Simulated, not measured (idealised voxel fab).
process module | voxel capacitor over wiring
cross-section cut | 295 nm wide | cells 5 nm
A cross-section is a grid of square cells, given in bands from the top down. A band is one or more rows of cells.
Each band's line starts with the height of the band's top and of its bottom, in nm. Then come its materials from left to right, each with its width in nm. One material with "throughout" fills the band from edge to edge. "air" is empty space.
Height 0 is the level under which the wafer as received is all one material. The lowest band goes on downwards, as in "0 down".
A width such as "30 to 40" changes by the same amount from each row of cells to the next, from the band's top row to its bottom row.
"no change" after a step means that no cell of the cross-section changed.
closed voids: empty space of 8 cells or more with no open way to the top, each as width x height at its distance from the left edge, in nm
after a step's settings: what the simulator itself notes on the step
overlay nm, on a step with a mask: how far to the right of its planned place the mask lay; to the left if negative
plan
1 op RECEIVE | material Si
2 op CONFORMAL_DEP | material SiO2 | thk nm 10
3 op DIRECTIONAL_DEP | material TiN | thk nm 5
4 op DIRECTIONAL_DEP | material W | thk nm 20
5 op MASKED_ETCH | tone cover | mask id METAL_1 | width nm 30 | pitch nm 100 | etch materials W | depth nm 20 | overlay nm 0
6 op MASKED_ETCH | tone cover | mask id METAL_1 | width nm 30 | pitch nm 100 | etch materials TiN | depth nm 5 | overlay nm 0
7 op FILL_DEP | material SiO2 | thk nm 5
8 op CMP | height nm 35
9 op CONFORMAL_DEP | material SiCN | thk nm 5
10 op DIRECTIONAL_DEP | material lowk | thk nm 20
11 op MASKED_ETCH | tone open | mask id PLUG_1 | width nm 15 | etch materials lowk | depth nm 20 | overlay nm 0
12 op MASKED_ETCH | tone open | mask id PLUG_1 | width nm 15 | etch materials SiCN | depth nm 5 | overlay nm 0
13 op EPI | material Ru | thk nm 10
14 op EPI | material Ru | thk nm 10
15 op EPI | material Ru | thk nm 5
16 op DIRECTIONAL_DEP | material TiN | thk nm 5
17 op DIRECTIONAL_DEP | material Al2O3 | thk nm 5
18 op DIRECTIONAL_DEP | material TiN | thk nm 5
19 op DIRECTIONAL_DEP | material aC | thk nm 15
20 op PATTERN | tone cover | mask id UPPER_PLATE | material resist | width nm 75 | thk nm 30 | overlay nm 0
21 op DIRECTIONAL_ETCH | etch materials aC | depth nm 15
22 op STRIP | etch materials resist
23 op DIRECTIONAL_ETCH | etch materials TiN | depth nm 5
24 op DIRECTIONAL_ETCH | etch materials Al2O3 | depth nm 5
25 op STRIP | etch materials aC
26 op DIRECTIONAL_DEP | material aC | thk nm 10
27 op PATTERN | tone cover | mask id LOWER_PLATE | material resist | width nm 85 | thk nm 30 | overlay nm 0
28 op DIRECTIONAL_ETCH | etch materials aC | depth nm 10
29 op STRIP | etch materials resist
30 op DIRECTIONAL_ETCH | etch materials TiN | depth nm 5
31 op STRIP | etch materials aC
32 op FILL_DEP | material SiO2 | thk nm 20
33 op CMP | height nm 90
34 op PATTERN | tone open | mask id PLUG_2 | material resist | width nm 15 | thk nm 15 | overlay nm 0
35 op DIRECTIONAL_ETCH | etch materials SiO2 | depth nm 15
36 op STRIP | etch materials resist
37 op CONFORMAL_DEP | material TiN | thk nm 5
38 op FILL_DEP | material Ru | thk nm 10
39 op CMP | height nm 90
40 op CONFORMAL_DEP | material SiCN | thk nm 5
first wafer, as planned
as received, after step 1
  0 down: Si throughout
  closed voids: none
after step 2
  10 to 0: SiO2 throughout
  below 0: unchanged
after step 3
  15 to 10: TiN throughout
  below 10: unchanged
after step 4
  35 to 15: W throughout
  below 15: unchanged
after step 5
  35 to 15: air 80 | W 30 | air 70 | W 30 | air 85
  below 15: unchanged
after step 6
  35 to 15: air 80 | W 30 | air 70 | W 30 | air 85
  15 to 10: air 80 | TiN 30 | air 70 | TiN 30 | air 85
  below 10: unchanged
after step 7
  40 to 35: SiO2 throughout
  35 to 15: SiO2 80 | W 30 | SiO2 70 | W 30 | SiO2 85
  15 to 10: SiO2 80 | TiN 30 | SiO2 70 | TiN 30 | SiO2 85
  below 10: unchanged
after step 8
  35 to 15: SiO2 80 | W 30 | SiO2 70 | W 30 | SiO2 85
  below 15: unchanged
after step 9
  40 to 35: SiCN throughout
  below 35: unchanged
after step 10
  60 to 40: lowk throughout
  below 40: unchanged
after step 11
  60 to 40: lowk 95 | air 15 | lowk 185
  below 40: unchanged
after step 12
  60 to 40: lowk 95 | air 15 | lowk 185
  40 to 35: SiCN 95 | air 15 | SiCN 185
  below 35: unchanged
after step 13
  60 to 45: lowk 95 | air 15 | lowk 185
  45 to 40: lowk 95 | Ru 15 | lowk 185
  40 to 35: SiCN 95 | Ru 15 | SiCN 185
  below 35: unchanged
after step 14
  60 to 55: lowk 95 | air 15 | lowk 185
  55 to 40: lowk 95 | Ru 15 | lowk 185
  below 40: unchanged
after step 15
  60 to 40: lowk 95 | Ru 15 | lowk 185
  below 40: unchanged
after step 16
  65 to 60: TiN throughout
  below 60: unchanged
after step 17
  70 to 65: Al2O3 throughout
  below 65: unchanged
after step 18
  75 to 70: TiN throughout
  below 70: unchanged
after step 19
  90 to 75: aC throughout
  below 75: unchanged
after step 20
  120 to 90: air 95 | resist 75 | air 125
  below 90: unchanged
after step 21
  105 to 90: air 95 | resist 75 | air 125
  90 to 75: air 95 | aC 75 | air 125
  below 75: unchanged
after step 22
  90 to 75: air 95 | aC 75 | air 125
  below 75: unchanged
after step 23
  90 to 75: air 95 | aC 75 | air 125
  75 to 70: air 95 | TiN 75 | air 125
  below 70: unchanged
after step 24
  90 to 75: air 95 | aC 75 | air 125
  75 to 70: air 95 | TiN 75 | air 125
  70 to 65: air 95 | Al2O3 75 | air 125
  below 65: unchanged
after step 25
  75 to 70: air 95 | TiN 75 | air 125
  below 70: unchanged
after step 26
  85 to 75: air 95 | aC 75 | air 125
  75 to 70: aC 95 | TiN 75 | aC 125
  70 to 65: aC 95 | Al2O3 75 | aC 125
  below 65: unchanged
after step 27
  115 to 85: air 90 | resist 85 | air 120
  85 to 75: air 90 | resist 5 | aC 75 | resist 5 | air 120
  below 75: unchanged
after step 28
  105 to 85: air 90 | resist 85 | air 120
  85 to 75: air 90 | resist 5 | aC 75 | resist 5 | air 120
  75 to 70: air 90 | aC 5 | TiN 75 | aC 5 | air 120
  70 to 65: air 90 | aC 5 | Al2O3 75 | aC 5 | air 120
  below 65: unchanged
after step 29
  85 to 75: air 95 | aC 75 | air 125
  below 75: unchanged
after step 30
  85 to 75: air 95 | aC 75 | air 125
  75 to 70: air 90 | aC 5 | TiN 75 | aC 5 | air 120
  70 to 65: air 90 | aC 5 | Al2O3 75 | aC 5 | air 120
  65 to 60: air 90 | TiN 85 | air 120
  below 60: unchanged
after step 31
  75 to 70: air 95 | TiN 75 | air 125
  70 to 65: air 95 | Al2O3 75 | air 125
  below 65: unchanged
after step 32
  95 to 75: SiO2 throughout
  75 to 70: SiO2 95 | TiN 75 | SiO2 125
  70 to 65: SiO2 95 | Al2O3 75 | SiO2 125
  65 to 60: SiO2 90 | TiN 85 | SiO2 120
  below 60: unchanged
after step 33
  90 to 75: SiO2 throughout
  below 75: unchanged
after step 34
  105 to 90: resist 105 | air 15 | resist 175
  below 90: unchanged
after step 35
  105 to 90: resist 105 | air 15 | resist 175
  90 to 75: SiO2 105 | air 15 | SiO2 175
  below 75: unchanged
after step 36
  90 to 75: SiO2 105 | air 15 | SiO2 175
  below 75: unchanged
after step 37
  95 to 90: TiN 110 | air 5 | TiN 180
  90 to 80: SiO2 105 | TiN 5 | air 5 | TiN 5 | SiO2 175
  80 to 70: SiO2 105 to 95 | TiN 15 to 75 | SiO2 175 to 125
  below 70: unchanged
after step 38
  105 to 95: Ru throughout
  95 to 90: TiN 110 | Ru 5 | TiN 180
  90 to 80: SiO2 105 | TiN 5 | Ru 5 | TiN 5 | SiO2 175
  below 80: unchanged
after step 39
  90 to 80: SiO2 105 | TiN 5 | Ru 5 | TiN 5 | SiO2 175
  below 80: unchanged
after step 40
  95 to 90: SiCN throughout
  below 90: unchanged
second wafer: like start, like plan, one mistake. Through step 25 it matches the first wafer
when step 26 should have ended
  85 to 75: air 95 | TiN 75 | air 125
  75 to 70: TiN throughout
  70 to 65: TiN 95 | Al2O3 75 | TiN 125
  below 65: unchanged
when step 27 should have ended
  115 to 85: air 90 | resist 85 | air 120
  85 to 75: air 90 | resist 5 | TiN 75 | resist 5 | air 120
  below 75: unchanged
when step 28 should have ended
  105 to 85: air 90 | resist 85 | air 120
  below 85: unchanged
when step 29 should have ended
  85 to 75: air 95 | TiN 75 | air 125
  below 75: unchanged
when step 30 should have ended
  80 to 70: air 95 | TiN 75 | air 125
  below 70: unchanged
when step 31 should have ended: no change
when step 32 should have ended
  100 to 80: SiO2 throughout
  80 to 70: SiO2 95 | TiN 75 | SiO2 125
  below 70: unchanged
when step 33 should have ended
  90 to 80: SiO2 throughout
  below 80: unchanged
when step 34 should have ended
  105 to 90: resist 105 | air 15 | resist 175
  below 90: unchanged
when step 35 should have ended
  105 to 90: resist 105 | air 15 | resist 175
  90 to 80: SiO2 105 | air 15 | SiO2 175
  below 80: unchanged
when step 36 should have ended
  90 to 80: SiO2 105 | air 15 | SiO2 175
  below 80: unchanged
when step 37 should have ended
  95 to 90: TiN 110 | air 5 | TiN 180
  90 to 85: SiO2 105 | TiN 5 | air 5 | TiN 5 | SiO2 175
  85 to 80: SiO2 105 | TiN 15 | SiO2 175
  below 80: unchanged
when step 38 should have ended
  105 to 95: Ru throughout
  95 to 90: TiN 110 | Ru 5 | TiN 180
  90 to 85: SiO2 105 | TiN 5 | Ru 5 | TiN 5 | SiO2 175
  below 85: unchanged
when step 39 should have ended
  90 to 85: SiO2 105 | TiN 5 | Ru 5 | TiN 5 | SiO2 175
  below 85: unchanged
when step 40 should have ended
  95 to 90: SiCN throughout
  below 90: unchanged
what went wrong: step 26 ran as: op DIRECTIONAL_DEP | material TiN | thk nm 10
at the end the second wafer has, in cells: 1 fewer of Ru | 98 fewer of SiO2 | 99 more of TiN
